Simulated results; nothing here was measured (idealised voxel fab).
process module | voxel wiring stack
cross-section cut | 300 nm wide | cells 5 nm
A cross-section is a grid of square cells, given in bands from the top down. A band is one or more rows of cells.
Each band's line starts with the height of the band's top and of its bottom, in nm. Then come its materials from left to right, each with its width in nm. One material with "throughout" fills the band from edge to edge. "air" is empty space.
Height 0 is the level under which the wafer as received is all one material. The lowest band goes on downwards, as in "0 down".
A width such as "30 to 40" changes by the same amount from each row of cells to the next, from the band's top row to its bottom row.
"no change" after a step means that no cell of the cross-section changed.
closed voids: empty space of 8 cells or more with no open way to the top, each as width x height at its distance from the left edge, in nm
after a step's settings: what the simulator itself notes on the step
overlay nm, on a step with a mask: how far to the right of its planned place the mask lay; to the left if negative
plan
1 op RECEIVE | material Si
2 op CONFORMAL_DEP | material SiO2 | thk nm 10
3 op DIRECTIONAL_DEP | material TiN | thk nm 5
4 op DIRECTIONAL_DEP | material W | thk nm 25
5 op MASKED_ETCH | tone cover | mask id METAL_1 | width nm 25 | pitch nm 45 | etch materials W | depth nm 25 | overlay nm 0
6 op MASKED_ETCH | tone cover | mask id METAL_1 | width nm 25 | pitch nm 45 | etch materials TiN | depth nm 5 | overlay nm 0
7 op FILL_DEP | material lowk | thk nm 10
8 op CMP | height nm 40
9 op CONFORMAL_DEP | material SiCN | thk nm 5
10 op DIRECTIONAL_DEP | material lowk | thk nm 20
11 op MASKED_ETCH | tone open | mask id PLUG_1 | width nm 15 | pitch nm 45 | etch materials lowk | depth nm 20 | overlay nm 0
12 op MASKED_ETCH | tone open | mask id PLUG_1 | width nm 15 | pitch nm 45 | etch materials SiCN | depth nm 5 | overlay nm 0
13 op CONFORMAL_DEP | material TiN | thk nm 5
14 op FILL_DEP | material W | thk nm 5
15 op CMP | height nm 65
16 op CONFORMAL_DEP | material SiN | thk nm 5
17 op DIRECTIONAL_DEP | material SiO2 | thk nm 20
18 op DIRECTIONAL_DEP | material aC | thk nm 10
19 op PATTERN | tone open | mask id METAL_2 | material resist | width nm 25 | pitch nm 45 | thk nm 25 | overlay nm 0
20 op DIRECTIONAL_ETCH | etch materials aC | depth nm 10
21 op STRIP | etch materials resist
22 op DIRECTIONAL_ETCH | etch materials SiO2 | depth nm 20
23 op DIRECTIONAL_ETCH | etch materials SiN | depth nm 5
24 op STRIP | etch materials aC
25 op CONFORMAL_DEP | material TiN | thk nm 5
26 op FILL_DEP | material Cu | thk nm 5
27 op CMP | height nm 90
28 op CONFORMAL_DEP | material SiN | thk nm 5
first wafer, as planned
as received, after step 1
  0 down: Si throughout
  closed voids: none
after step 2
  10 to 0: SiO2 throughout
  below 0: unchanged
after step 3
  15 to 10: TiN throughout
  below 10: unchanged
after step 4
  40 to 15: W throughout
  below 15: unchanged
after step 5
  40 to 15: air 115 | W 25 | air 20 | W 25 | air 115
  below 15: unchanged
after step 6
  40 to 15: air 115 | W 25 | air 20 | W 25 | air 115
  15 to 10: air 115 | TiN 25 | air 20 | TiN 25 | air 115
  below 10: unchanged
after step 7
  50 to 40: lowk throughout
  40 to 15: lowk 115 | W 25 | lowk 20 | W 25 | lowk 115
  15 to 10: lowk 115 | TiN 25 | lowk 20 | TiN 25 | lowk 115
  below 10: unchanged
after step 8
  40 to 15: lowk 115 | W 25 | lowk 20 | W 25 | lowk 115
  below 15: unchanged
after step 9
  45 to 40: SiCN throughout
  below 40: unchanged
after step 10
  65 to 45: lowk throughout
  below 45: unchanged
after step 11
  65 to 45: lowk 115 | air 15 | lowk 30 | air 15 | lowk 125
  below 45: unchanged
after step 12
  65 to 45: lowk 115 | air 15 | lowk 30 | air 15 | lowk 125
  45 to 40: SiCN 115 | air 15 | SiCN 30 | air 15 | SiCN 125
  below 40: unchanged
after step 13
  70 to 65: TiN 120 | air 5 | TiN 40 | air 5 | TiN 130
  65 to 45: lowk 115 | TiN 5 | air 5 | TiN 5 | lowk 30 | TiN 5 | air 5 | TiN 5 | lowk 125
  45 to 40: SiCN 115 | TiN 15 | SiCN 30 | TiN 15 | SiCN 125
  below 40: unchanged
after step 14
  75 to 70: W throughout
  70 to 65: TiN 120 | W 5 | TiN 40 | W 5 | TiN 130
  65 to 45: lowk 115 | TiN 5 | W 5 | TiN 5 | lowk 30 | TiN 5 | W 5 | TiN 5 | lowk 125
  below 45: unchanged
after step 15
  65 to 45: lowk 115 | TiN 5 | W 5 | TiN 5 | lowk 30 | TiN 5 | W 5 | TiN 5 | lowk 125
  below 45: unchanged
after step 16
  70 to 65: SiN throughout
  below 65: unchanged
after step 17
  90 to 70: SiO2 throughout
  below 70: unchanged
after step 18
  100 to 90: aC throughout
  below 90: unchanged
after step 19
  125 to 100: resist 115 | air 25 | resist 20 | air 25 | resist 115
  below 100: unchanged
after step 20
  115 to 100: resist 115 | air 25 | resist 20 | air 25 | resist 115
  100 to 90: aC 115 | air 25 | aC 20 | air 25 | aC 115
  below 90: unchanged
after step 21
  100 to 90: aC 115 | air 25 | aC 20 | air 25 | aC 115
  below 90: unchanged
after step 22
  100 to 90: aC 115 | air 25 | aC 20 | air 25 | aC 115
  90 to 70: SiO2 115 | air 25 | SiO2 20 | air 25 | SiO2 115
  below 70: unchanged
after step 23
  100 to 90: aC 115 | air 25 | aC 20 | air 25 | aC 115
  90 to 70: SiO2 115 | air 25 | SiO2 20 | air 25 | SiO2 115
  70 to 65: SiN 115 | air 25 | SiN 20 | air 25 | SiN 115
  below 65: unchanged
after step 24
  90 to 70: SiO2 115 | air 25 | SiO2 20 | air 25 | SiO2 115
  below 70: unchanged
after step 25
  95 to 90: TiN 120 | air 15 | TiN 30 | air 15 | TiN 120
  90 to 70: SiO2 115 | TiN 5 | air 15 | TiN 5 | SiO2 20 | TiN 5 | air 15 | TiN 5 | SiO2 115
  70 to 65: SiN 115 | TiN 25 | SiN 20 | TiN 25 | SiN 115
  below 65: unchanged
after step 26
  100 to 95: Cu throughout
  95 to 90: TiN 120 | Cu 15 | TiN 30 | Cu 15 | TiN 120
  90 to 70: SiO2 115 | TiN 5 | Cu 15 | TiN 5 | SiO2 20 | TiN 5 | Cu 15 | TiN 5 | SiO2 115
  below 70: unchanged
after step 27
  90 to 70: SiO2 115 | TiN 5 | Cu 15 | TiN 5 | SiO2 20 | TiN 5 | Cu 15 | TiN 5 | SiO2 115
  below 70: unchanged
after step 28
  95 to 90: SiN throughout
  below 90: unchanged
second wafer: like start, like plan, one mistake. Through step 18 it matches the first wafer
when step 19 should have ended
  125 to 100: resist 125 | air 25 | resist 20 | air 25 | resist 105
  below 100: unchanged
when step 20 should have ended
  115 to 100: resist 125 | air 25 | resist 20 | air 25 | resist 105
  100 to 90: aC 125 | air 25 | aC 20 | air 25 | aC 105
  below 90: unchanged
when step 21 should have ended
  100 to 90: aC 125 | air 25 | aC 20 | air 25 | aC 105
  below 90: unchanged
when step 22 should have ended
  100 to 90: aC 125 | air 25 | aC 20 | air 25 | aC 105
  90 to 70: SiO2 125 | air 25 | SiO2 20 | air 25 | SiO2 105
  below 70: unchanged
when step 23 should have ended
  100 to 90: aC 125 | air 25 | aC 20 | air 25 | aC 105
  90 to 70: SiO2 125 | air 25 | SiO2 20 | air 25 | SiO2 105
  70 to 65: SiN 125 | air 25 | SiN 20 | air 25 | SiN 105
  below 65: unchanged
when step 24 should have ended
  90 to 70: SiO2 125 | air 25 | SiO2 20 | air 25 | SiO2 105
  below 70: unchanged
when step 25 should have ended
  95 to 90: TiN 130 | air 15 | TiN 30 | air 15 | TiN 110
  90 to 70: SiO2 125 | TiN 5 | air 15 | TiN 5 | SiO2 20 | TiN 5 | air 15 | TiN 5 | SiO2 105
  70 to 65: SiN 125 | TiN 25 | SiN 20 | TiN 25 | SiN 105
  below 65: unchanged
when step 26 should have ended
  100 to 95: Cu throughout
  95 to 90: TiN 130 | Cu 15 | TiN 30 | Cu 15 | TiN 110
  90 to 70: SiO2 125 | TiN 5 | Cu 15 | TiN 5 | SiO2 20 | TiN 5 | Cu 15 | TiN 5 | SiO2 105
  below 70: unchanged
when step 27 should have ended
  90 to 70: SiO2 125 | TiN 5 | Cu 15 | TiN 5 | SiO2 20 | TiN 5 | Cu 15 | TiN 5 | SiO2 105
  below 70: unchanged
when step 28 should have ended
  95 to 90: SiN throughout
  below 90: unchanged
what went wrong: step 19 ran as: op PATTERN | tone open | mask id METAL_2 | material resist | width nm 25 | pitch nm 45 | thk nm 25 | overlay nm 10
at the end the second wafer has, in cells: as many of each material as the first, in other places
